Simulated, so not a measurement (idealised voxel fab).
This is a process module. Its name is voxel air gaps.
In the cross-section labelled cut, the width is 260 nm and each square cell is 5 nm.
This document writes a cross-section as a grid whose cells are square, and gives it as bands, listed from the top down; one or more rows of cells form a band.
Heights first: top, then bottom, in nm. Then materials, left to right, each with a width in nm. "throughout" on a single material: fills the band edge to edge. "air": empty space.
For the purposes of this specification, 0 denotes the height below which the wafer in its as-received condition is composed wholly of one material, and the lowermost band, lacking a lower limit, extends downward without end, as expressed in "0..down".
Width "30 to 40": first value at the band's top row of cells, second value at its bottom row, equal change from row to row.
Where a step carries "no change occurred", the cross-section came out of it unchanged, cell for cell.
Basically, "Entrapped voids" tells you about the enclosed voids: empty spaces with no open way to the top, 8 cells or bigger, each written width x height at distance, where distance is from the left edge, all in nm.
What comes after the settings on a step's line is commentary from the simulator itself on that step.
Regarding "overlay nm": on a step with a mask, it is the distance the mask lay to the right of its planned place; a negative value places it to the left.
## The planned process steps are enumerated hereunder
1. RECEIVE,material Si
2. CONFORMAL_DEP,material SiO2,thk nm 10
3. CONFORMAL_DEP,material SiCN,thk nm 5
4. DIRECTIONAL_DEP,material SiO2,thk nm 35
5. DIRECTIONAL_DEP,material aC,thk nm 15
6. PATTERN,tone open,mask id LINES,material resist,width nm 25,pitch nm 50,thk nm 35,overlay nm 0
7. DIRECTIONAL_ETCH,etch materials aC,depth nm 15
8. STRIP,etch materials resist
9. DIRECTIONAL_ETCH,etch materials SiO2,depth nm 35
10. STRIP,etch materials aC
11. CONFORMAL_DEP,material TiN,thk nm 5
12. FILL_DEP,material W,thk nm 10
13. CMP,height nm 50
14. EPI,material Ru,thk nm 10
15. SELECTIVE_ETCH,etch materials SiO2,depth nm 45
16. CONFORMAL_DEP,material SiCN,thk nm 5
## Step 1 complete: cross-section of the wafer as received
- 0..down | Si throughout
- Entrapped voids: none
## Wafer cross-section at end of module: start and plan as shown above, one execution error
- 65..60 | SiCN throughout
- 60..50 | Ru throughout
- 50..45 | W throughout
- 45..40 | 45 nm TiN  15 nm W  35 nm TiN  15 nm W  35 nm TiN  15 nm W  35 nm TiN  15 nm W  50 nm TiN
- 40..10 | 40 nm SiO2  5 nm TiN  15 nm W  5 nm TiN  25 nm SiO2  5 nm TiN  15 nm W  5 nm TiN  25 nm SiO2  5 nm TiN  15 nm W  5 nm TiN  25 nm SiO2  5 nm TiN  15 nm W  5 nm TiN  45 nm SiO2
- 10..5 | 40 nm SiO2  25 nm TiN  25 nm SiO2  25 nm TiN  25 nm SiO2  25 nm TiN  25 nm SiO2  25 nm TiN  45 nm SiO2
- 5..0 | SiCN throughout
- 0..down | Si throughout
- Entrapped voids: none
The plan and the run diverged here: plan step 2 skipped
